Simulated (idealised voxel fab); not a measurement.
process module | voxel trench capacitor
Shown is cross-section cut, with a width of 255 nm and square cells of size 5 nm.
Just so we're on the same page, the cross-sections are grids of square cells, and they're listed out in bands top to bottom, each band one or more rows deep. What a band's entry tells you: where the top is and where the bottom is, as heights in nm, and after that what lies inside, material by material from left to right, each with its width in nm. Empty space is written as the word "blank", and a single material marked with the word "full width" occupies the band from edge to edge. Where do heights start? At 0: under that level the wafer as delivered is made of one material only. And the lowest band has no floor; it just carries on downward, as in "0 -> down". A width such as "30 to 40" changes by the same amount from each row of cells to the next, from the band's top row to its bottom row. What does "nothing changed" mean for a step? It means no cell of the cross-section changed in that step. The entry "Enclosed empty spaces" lists the empty spaces that cover at least 8 cells and have no open path to the top. Each is written as width x height at distance, where the distance is measured from the left edge and all three values are in nm. Post-settings text on a step line: simulator's own remark regarding the step. overlay nm: mask offset rightward from planned place, masked step; negative means leftward offset.
-- This section lists the process steps that were planned
| 1 | op RECEIVE | material Si |
| 2 | op CONFORMAL_DEP | material SiN | thk nm 5 |
| 3 | op DIRECTIONAL_DEP | material aC | thk nm 15 |
| 4 | op PATTERN | tone open | mask id TRENCH | material resist | width nm 20 | pitch nm 45 | thk nm 30 | overlay nm 0 |
| 5 | op DIRECTIONAL_ETCH | etch materials aC | depth nm 15 |
| 6 | op STRIP | etch materials resist |
| 7 | op DIRECTIONAL_ETCH | etch materials SiN | depth nm 5 |
| 8 | op DIRECTIONAL_ETCH | etch materials Si | depth nm 30 |
| 9 | op STRIP | etch materials aC |
| 10 | op CONFORMAL_DEP | material Al2O3 | thk nm 5 |
| 11 | op FILL_DEP | material polySi | thk nm 5 |
| 12 | op CMP | height nm 5 |
-- The first of the two wafers, which ran as planned
-- Incoming wafer, cross-sectional view, post step 1
    0 -> down | Si full width
    Enclosed empty spaces: none
-- The following cross-section depicts the wafer upon completion of step 2
    5 -> 0 | SiN full width
    Heights below 0 show no change.
-- The following cross-section depicts the wafer upon completion of step 3
    20 -> 5 | aC full width
    Heights below 5 show no change.
-- The following cross-section depicts the wafer upon completion of step 4
    50 -> 20 | 95 resist; 20 blank; 25 resist; 20 blank; 95 resist
    Heights below 20 show no change.
-- The following cross-section depicts the wafer upon completion of step 5
    35 -> 20 | 95 resist; 20 blank; 25 resist; 20 blank; 95 resist
    20 -> 5 | 95 aC; 20 blank; 25 aC; 20 blank; 95 aC
    Heights below 5 show no change.
-- The following cross-section depicts the wafer upon completion of step 6
    20 -> 5 | 95 aC; 20 blank; 25 aC; 20 blank; 95 aC
    Heights below 5 show no change.
-- The following cross-section depicts the wafer upon completion of step 7
    20 -> 5 | 95 aC; 20 blank; 25 aC; 20 blank; 95 aC
    5 -> 0 | 95 SiN; 20 blank; 25 SiN; 20 blank; 95 SiN
    Heights below 0 show no change.
-- The following cross-section depicts the wafer upon completion of step 8
    20 -> 5 | 95 aC; 20 blank; 25 aC; 20 blank; 95 aC
    5 -> 0 | 95 SiN; 20 blank; 25 SiN; 20 blank; 95 SiN
    0 -> -30 | 95 Si; 20 blank; 25 Si; 20 blank; 95 Si
    Heights below -30 show no change.
-- The following cross-section depicts the wafer upon completion of step 9
    5 -> 0 | 95 SiN; 20 blank; 25 SiN; 20 blank; 95 SiN
    Heights below 0 show no change.
-- The following cross-section depicts the wafer upon completion of step 10
    10 -> 5 | 100 Al2O3; 10 blank; 35 Al2O3; 10 blank; 100 Al2O3
    5 -> 0 | 95 SiN; 5 Al2O3; 10 blank; 5 Al2O3; 25 SiN; 5 Al2O3; 10 blank; 5 Al2O3; 95 SiN
    0 -> -25 | 95 Si; 5 Al2O3; 10 blank; 5 Al2O3; 25 Si; 5 Al2O3; 10 blank; 5 Al2O3; 95 Si
    -25 -> -30 | 95 Si; 20 Al2O3; 25 Si; 20 Al2O3; 95 Si
    Heights below -30 show no change.
-- The following cross-section depicts the wafer upon completion of step 11
    15 -> 10 | polySi full width
    10 -> 5 | 100 Al2O3; 10 polySi; 35 Al2O3; 10 polySi; 100 Al2O3
    5 -> 0 | 95 SiN; 5 Al2O3; 10 polySi; 5 Al2O3; 25 SiN; 5 Al2O3; 10 polySi; 5 Al2O3; 95 SiN
    0 -> -25 | 95 Si; 5 Al2O3; 10 polySi; 5 Al2O3; 25 Si; 5 Al2O3; 10 polySi; 5 Al2O3; 95 Si
    Heights below -25 show no change.
-- The following cross-section depicts the wafer upon completion of step 12
    5 -> 0 | 95 SiN; 5 Al2O3; 10 polySi; 5 Al2O3; 25 SiN; 5 Al2O3; 10 polySi; 5 Al2O3; 95 SiN
    Heights below 0 show no change.
-- The remaining wafer, second of the two, started like the first and was run to the same plan, except that one mistake was made along the way; the two coincide through step 11, inclusive
-- X-section, second wafer, when step 12 was due to finish
    -5 -> -25 | 95 Si; 5 Al2O3; 10 polySi; 5 Al2O3; 25 Si; 5 Al2O3; 10 polySi; 5 Al2O3; 95 Si
    Heights below -25 show no change.
Diagnosis: step 12 ran with different settings than intended, the actual operation and settings being op CMP | height nm -5
End check, counted in cells, second wafer has more or fewer of these materials than the first: 8 fewer of Al2O3; 43 fewer of Si; 43 fewer of SiN; 8 fewer of polySi
